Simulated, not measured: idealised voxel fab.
process module | voxel wiring stack
cross-section cut | 285 nm wide | cells 5 nm
A cross-section is a grid of square cells, given in bands from the top down. A band is one or more rows of cells.
Each band's line starts with the height of the band's top and of its bottom, in nm. Then come its materials from left to right, each with its width in nm. One material with "throughout" fills the band from edge to edge. "air" is empty space.
Height 0 is the level under which the wafer as received is all one material. The lowest band goes on downwards, as in "0 down".
A width such as "30 to 40" changes by the same amount from each row of cells to the next, from the band's top row to its bottom row.
"no change" after a step means that no cell of the cross-section changed.
closed voids: empty space of 8 cells or more with no open way to the top, each as width x height at its distance from the left edge, in nm
after a step's settings: what the simulator itself notes on the step
overlay nm, on a step with a mask: how far to the right of its planned place the mask lay; to the left if negative
plan
1 op RECEIVE | material Si
2 op CONFORMAL_DEP | material SiO2 | thk nm 15
3 op DIRECTIONAL_DEP | material TiN | thk nm 5
4 op DIRECTIONAL_DEP | material Ru | thk nm 15
5 op PATTERN | tone cover | mask id METAL_1 | material resist | width nm 30 | pitch nm 45 | thk nm 15 | overlay nm 0
6 op DIRECTIONAL_ETCH | etch materials Ru | depth nm 15
7 op DIRECTIONAL_ETCH | etch materials TiN | depth nm 5
8 op STRIP | etch materials resist
9 op CONFORMAL_DEP | material SiCN | thk nm 5
10 op FILL_DEP | material SiO2 | thk nm 10
11 op CMP | height nm 35
12 op CONFORMAL_DEP | material SiCN | thk nm 5
13 op DIRECTIONAL_DEP | material lowk | thk nm 20
14 op DIRECTIONAL_DEP | material aC | thk nm 10
15 op PATTERN | tone open | mask id PLUG_1 | material resist | width nm 15 | thk nm 25 | overlay nm 0
16 op DIRECTIONAL_ETCH | etch materials aC | depth nm 10
17 op STRIP | etch materials resist
18 op DIRECTIONAL_ETCH | etch materials lowk | depth nm 20
19 op DIRECTIONAL_ETCH | etch materials SiCN | depth nm 5
20 op STRIP | etch materials aC
21 op CONFORMAL_DEP | material TiN | thk nm 5
22 op FILL_DEP | material W | thk nm 10
23 op CMP | height nm 60
24 op CONFORMAL_DEP | material SiCN | thk nm 5
25 op DIRECTIONAL_DEP | material SiO2 | thk nm 15
26 op MASKED_ETCH | tone open | mask id METAL_2 | width nm 30 | pitch nm 45 | etch materials SiO2 | depth nm 15 | overlay nm 0
27 op MASKED_ETCH | tone open | mask id METAL_2 | width nm 30 | pitch nm 45 | etch materials SiCN | depth nm 5 | overlay nm 0
28 op CONFORMAL_DEP | material TiN | thk nm 5
29 op FILL_DEP | material Cu | thk nm 10
30 op CMP | height nm 80
31 op CONFORMAL_DEP | material SiCN | thk nm 5
32 op DIRECTIONAL_DEP | material lowk | thk nm 10
33 op MASKED_ETCH | tone open | mask id PLUG_2 | width nm 15 | etch materials lowk | depth nm 10 | overlay nm 0
34 op MASKED_ETCH | tone open | mask id PLUG_2 | width nm 15 | etch materials SiCN | depth nm 5 | overlay nm 0
35 op EPI | material Ru | thk nm 10
36 op EPI | material Ru | thk nm 5
37 op CONFORMAL_DEP | material SiN | thk nm 5
38 op DIRECTIONAL_DEP | material SiO2 | thk nm 15
39 op DIRECTIONAL_DEP | material aC | thk nm 15
40 op PATTERN | tone open | mask id METAL_3 | material resist | width nm 30 | pitch nm 45 | thk nm 35 | overlay nm 0
41 op DIRECTIONAL_ETCH | etch materials aC | depth nm 15
42 op STRIP | etch materials resist
43 op DIRECTIONAL_ETCH | etch materials SiO2 | depth nm 15
44 op DIRECTIONAL_ETCH | etch materials SiN | depth nm 5
45 op STRIP | etch materials aC
46 op CONFORMAL_DEP | material TiN | thk nm 5
47 op FILL_DEP | material Ru | thk nm 10
48 op CMP | height nm 115
49 op CONFORMAL_DEP | material SiCN | thk nm 5
50 op DIRECTIONAL_DEP | material lowk | thk nm 30
51 op PATTERN | tone open | mask id METAL_4_HOLES | material resist | width nm 15 | thk nm 20 | overlay nm 0
52 op DIRECTIONAL_ETCH | etch materials lowk | depth nm 30
53 op STRIP | etch materials resist
54 op PATTERN | tone open | mask id METAL_4 | material resist | width nm 30 | pitch nm 45 | thk nm 15 | overlay nm 0
55 op DIRECTIONAL_ETCH | etch materials lowk | depth nm 20
56 op DIRECTIONAL_ETCH | etch materials SiCN | depth nm 5
57 op STRIP | etch materials resist
58 op CONFORMAL_DEP | material TiN | thk nm 5
59 op FILL_DEP | material Cu | thk nm 5
60 op CMP | height nm 150
61 op CONFORMAL_DEP | material SiN | thk nm 5
first wafer, as planned
as received, after step 1
  0 down: Si throughout
  closed voids: none
after step 2
  15 to 0: SiO2 throughout
  below 0: unchanged
after step 3
  20 to 15: TiN throughout
  below 15: unchanged
after step 4
  35 to 20: Ru throughout
  below 20: unchanged
after step 5
  50 to 35: air 105 | resist 30 | air 15 | resist 30 | air 105
  below 35: unchanged
after step 6
  50 to 35: air 105 | resist 30 | air 15 | resist 30 | air 105
  35 to 20: air 105 | Ru 30 | air 15 | Ru 30 | air 105
  below 20: unchanged
after step 7
  50 to 35: air 105 | resist 30 | air 15 | resist 30 | air 105
  35 to 20: air 105 | Ru 30 | air 15 | Ru 30 | air 105
  20 to 15: air 105 | TiN 30 | air 15 | TiN 30 | air 105
  below 15: unchanged
after step 8
  35 to 20: air 105 | Ru 30 | air 15 | Ru 30 | air 105
  below 20: unchanged
after step 9
  40 to 35: air 100 | SiCN 40 | air 5 | SiCN 40 | air 100
  35 to 20: air 100 | SiCN 5 | Ru 30 | SiCN 5 | air 5 | SiCN 5 | Ru 30 | SiCN 5 | air 100
  20 to 15: SiCN 105 | TiN 30 | SiCN 15 | TiN 30 | SiCN 105
  below 15: unchanged
after step 10
  50 to 40: SiO2 throughout
  40 to 35: SiO2 100 | SiCN 40 | SiO2 5 | SiCN 40 | SiO2 100
  35 to 20: SiO2 100 | SiCN 5 | Ru 30 | SiCN 5 | SiO2 5 | SiCN 5 | Ru 30 | SiCN 5 | SiO2 100
  below 20: unchanged
after step 11
  35 to 20: SiO2 100 | SiCN 5 | Ru 30 | SiCN 5 | SiO2 5 | SiCN 5 | Ru 30 | SiCN 5 | SiO2 100
  below 20: unchanged
after step 12
  40 to 35: SiCN throughout
  below 35: unchanged
after step 13
  60 to 40: lowk throughout
  below 40: unchanged
after step 14
  70 to 60: aC throughout
  below 60: unchanged
after step 15
  95 to 70: resist 105 | air 15 | resist 165
  below 70: unchanged
after step 16
  85 to 70: resist 105 | air 15 | resist 165
  70 to 60: aC 105 | air 15 | aC 165
  below 60: unchanged
after step 17
  70 to 60: aC 105 | air 15 | aC 165
  below 60: unchanged
after step 18
  70 to 60: aC 105 | air 15 | aC 165
  60 to 40: lowk 105 | air 15 | lowk 165
  below 40: unchanged
after step 19
  70 to 60: aC 105 | air 15 | aC 165
  60 to 40: lowk 105 | air 15 | lowk 165
  40 to 35: SiCN 105 | air 15 | SiCN 165
  below 35: unchanged
after step 20
  60 to 40: lowk 105 | air 15 | lowk 165
  below 40: unchanged
after step 21
  65 to 60: TiN 110 | air 5 | TiN 170
  60 to 40: lowk 105 | TiN 5 | air 5 | TiN 5 | lowk 165
  40 to 35: SiCN 105 | TiN 15 | SiCN 165
  below 35: unchanged
after step 22
  75 to 65: W throughout
  65 to 60: TiN 110 | W 5 | TiN 170
  60 to 40: lowk 105 | TiN 5 | W 5 | TiN 5 | lowk 165
  below 40: unchanged
after step 23
  60 to 40: lowk 105 | TiN 5 | W 5 | TiN 5 | lowk 165
  below 40: unchanged
after step 24
  65 to 60: SiCN throughout
  below 60: unchanged
after step 25
  80 to 65: SiO2 throughout
  below 65: unchanged
after step 26
  80 to 65: SiO2 105 | air 30 | SiO2 15 | air 30 | SiO2 105
  below 65: unchanged
after step 27
  80 to 65: SiO2 105 | air 30 | SiO2 15 | air 30 | SiO2 105
  65 to 60: SiCN 105 | air 30 | SiCN 15 | air 30 | SiCN 105
  below 60: unchanged
after step 28
  85 to 80: TiN 110 | air 20 | TiN 25 | air 20 | TiN 110
  80 to 65: SiO2 105 | TiN 5 | air 20 | TiN 5 | SiO2 15 | TiN 5 | air 20 | TiN 5 | SiO2 105
  65 to 60: SiCN 105 | TiN 30 | SiCN 15 | TiN 30 | SiCN 105
  below 60: unchanged
after step 29
  95 to 85: Cu throughout
  85 to 80: TiN 110 | Cu 20 | TiN 25 | Cu 20 | TiN 110
  80 to 65: SiO2 105 | TiN 5 | Cu 20 | TiN 5 | SiO2 15 | TiN 5 | Cu 20 | TiN 5 | SiO2 105
  below 65: unchanged
after step 30
  80 to 65: SiO2 105 | TiN 5 | Cu 20 | TiN 5 | SiO2 15 | TiN 5 | Cu 20 | TiN 5 | SiO2 105
  below 65: unchanged
after step 31
  85 to 80: SiCN throughout
  below 80: unchanged
after step 32
  95 to 85: lowk throughout
  below 85: unchanged
after step 33
  95 to 85: lowk 105 | air 15 | lowk 165
  below 85: unchanged
after step 34
  95 to 85: lowk 105 | air 15 | lowk 165
  85 to 80: SiCN 105 | air 15 | SiCN 165
  below 80: unchanged
after step 35
  95 to 90: lowk 105 | air 15 | lowk 165
  90 to 85: lowk 105 | Ru 15 | lowk 165
  85 to 80: SiCN 105 | Ru 15 | SiCN 165
  below 80: unchanged
after step 36
  95 to 85: lowk 105 | Ru 15 | lowk 165
  below 85: unchanged
after step 37
  100 to 95: SiN throughout
  below 95: unchanged
after step 38
  115 to 100: SiO2 throughout
  below 100: unchanged
after step 39
  130 to 115: aC throughout
  below 115: unchanged
after step 40
  165 to 130: resist 105 | air 30 | resist 15 | air 30 | resist 105
  below 130: unchanged
after step 41
  150 to 130: resist 105 | air 30 | resist 15 | air 30 | resist 105
  130 to 115: aC 105 | air 30 | aC 15 | air 30 | aC 105
  below 115: unchanged
after step 42
  130 to 115: aC 105 | air 30 | aC 15 | air 30 | aC 105
  below 115: unchanged
after step 43
  130 to 115: aC 105 | air 30 | aC 15 | air 30 | aC 105
  115 to 100: SiO2 105 | air 30 | SiO2 15 | air 30 | SiO2 105
  below 100: unchanged
after step 44
  130 to 115: aC 105 | air 30 | aC 15 | air 30 | aC 105
  115 to 100: SiO2 105 | air 30 | SiO2 15 | air 30 | SiO2 105
  100 to 95: SiN 105 | air 30 | SiN 15 | air 30 | SiN 105
  below 95: unchanged
after step 45
  115 to 100: SiO2 105 | air 30 | SiO2 15 | air 30 | SiO2 105
  below 100: unchanged
after step 46
  120 to 115: TiN 110 | air 20 | TiN 25 | air 20 | TiN 110
  115 to 100: SiO2 105 | TiN 5 | air 20 | TiN 5 | SiO2 15 | TiN 5 | air 20 | TiN 5 | SiO2 105
  100 to 95: SiN 105 | TiN 30 | SiN 15 | TiN 30 | SiN 105
  below 95: unchanged
after step 47
  130 to 120: Ru throughout
  120 to 115: TiN 110 | Ru 20 | TiN 25 | Ru 20 | TiN 110
  115 to 100: SiO2 105 | TiN 5 | Ru 20 | TiN 5 | SiO2 15 | TiN 5 | Ru 20 | TiN 5 | SiO2 105
  below 100: unchanged
after step 48
  115 to 100: SiO2 105 | TiN 5 | Ru 20 | TiN 5 | SiO2 15 | TiN 5 | Ru 20 | TiN 5 | SiO2 105
  below 100: unchanged
after step 49
  120 to 115: SiCN throughout
  below 115: unchanged
after step 50
  150 to 120: lowk throughout
  below 120: unchanged
after step 51
  170 to 150: resist 105 | air 15 | resist 165
  below 150: unchanged
after step 52
  170 to 150: resist 105 | air 15 | resist 165
  150 to 120: lowk 105 | air 15 | lowk 165
  below 120: unchanged
after step 53
  150 to 120: lowk 105 | air 15 | lowk 165
  below 120: unchanged
after step 54
  165 to 150: resist 105 | air 30 | resist 15 | air 30 | resist 105
  below 150: unchanged
after step 55
  165 to 150: resist 105 | air 30 | resist 15 | air 30 | resist 105
  150 to 130: lowk 105 | air 30 | lowk 15 | air 30 | lowk 105
  below 130: unchanged
after step 56
  165 to 150: resist 105 | air 30 | resist 15 | air 30 | resist 105
  150 to 130: lowk 105 | air 30 | lowk 15 | air 30 | lowk 105
  130 to 120: lowk 105 | air 15 | lowk 165
  120 to 115: SiCN 105 | air 15 | SiCN 165
  below 115: unchanged
after step 57
  150 to 130: lowk 105 | air 30 | lowk 15 | air 30 | lowk 105
  below 130: unchanged
after step 58
  155 to 150: TiN 110 | air 20 | TiN 25 | air 20 | TiN 110
  150 to 135: lowk 105 | TiN 5 | air 20 | TiN 5 | lowk 15 | TiN 5 | air 20 | TiN 5 | lowk 105
  135 to 130: lowk 105 | TiN 5 | air 5 | TiN 20 | lowk 15 | TiN 30 | lowk 105
  130 to 120: lowk 105 | TiN 5 | air 5 | TiN 5 | lowk 165
  120 to 115: SiCN 105 | TiN 15 | SiCN 165
  below 115: unchanged
after step 59
  160 to 155: Cu throughout
  155 to 150: TiN 110 | Cu 20 | TiN 25 | Cu 20 | TiN 110
  150 to 135: lowk 105 | TiN 5 | Cu 20 | TiN 5 | lowk 15 | TiN 5 | Cu 20 | TiN 5 | lowk 105
  135 to 130: lowk 105 | TiN 5 | Cu 5 | TiN 20 | lowk 15 | TiN 30 | lowk 105
  130 to 120: lowk 105 | TiN 5 | Cu 5 | TiN 5 | lowk 165
  below 120: unchanged
after step 60
  150 to 135: lowk 105 | TiN 5 | Cu 20 | TiN 5 | lowk 15 | TiN 5 | Cu 20 | TiN 5 | lowk 105
  below 135: unchanged
after step 61
  155 to 150: SiN throughout
  below 150: unchanged
second wafer: like start, like plan, one mistake. Through step 53 it matches the first wafer
when step 54 should have ended
  165 to 150: resist 110 | air 20 | resist 25 | air 20 | resist 110
  150 to 120: lowk 105 | resist 5 | air 10 | lowk 165
  below 120: unchanged
when step 55 should have ended
  165 to 150: resist 110 | air 20 | resist 25 | air 20 | resist 110
  150 to 130: lowk 105 | resist 5 | air 20 | lowk 25 | air 20 | lowk 110
  below 130: unchanged
when step 56 should have ended
  165 to 150: resist 110 | air 20 | resist 25 | air 20 | resist 110
  150 to 130: lowk 105 | resist 5 | air 20 | lowk 25 | air 20 | lowk 110
  130 to 120: lowk 105 | resist 5 | air 10 | lowk 165
  120 to 115: SiCN 110 | air 10 | SiCN 165
  below 115: unchanged
when step 57 should have ended
  150 to 130: lowk 105 | air 25 | lowk 25 | air 20 | lowk 110
  130 to 120: lowk 105 | air 15 | lowk 165
  below 120: unchanged
when step 58 should have ended
  155 to 150: TiN 110 | air 15 | TiN 35 | air 10 | TiN 115
  150 to 135: lowk 105 | TiN 5 | air 15 | TiN 5 | lowk 25 | TiN 5 | air 10 | TiN 5 | lowk 110
  135 to 130: lowk 105 | TiN 5 | air 5 | TiN 15 | lowk 25 | TiN 20 | lowk 110
  130 to 125: lowk 105 | TiN 5 | air 5 | TiN 5 | lowk 165
  125 to 120: lowk 105 | TiN 15 | lowk 165
  120 to 115: SiCN 110 | TiN 10 | SiCN 165
  below 115: unchanged
when step 59 should have ended
  160 to 155: Cu throughout
  155 to 150: TiN 110 | Cu 15 | TiN 35 | Cu 10 | TiN 115
  150 to 135: lowk 105 | TiN 5 | Cu 15 | TiN 5 | lowk 25 | TiN 5 | Cu 10 | TiN 5 | lowk 110
  135 to 130: lowk 105 | TiN 5 | Cu 5 | TiN 15 | lowk 25 | TiN 20 | lowk 110
  130 to 125: lowk 105 | TiN 5 | Cu 5 | TiN 5 | lowk 165
  below 125: unchanged
when step 60 should have ended
  150 to 135: lowk 105 | TiN 5 | Cu 15 | TiN 5 | lowk 25 | TiN 5 | Cu 10 | TiN 5 | lowk 110
  below 135: unchanged
when step 61 should have ended
  155 to 150: SiN throughout
  below 150: unchanged
what went wrong: step 54 ran as: op PATTERN | tone open | mask id METAL_4 | material resist | width nm 20 | pitch nm 45 | thk nm 15 | overlay nm 0
at the end the second wafer has, in cells: 10 fewer of Cu | 1 more of SiCN | 3 fewer of TiN | 12 more of lowk
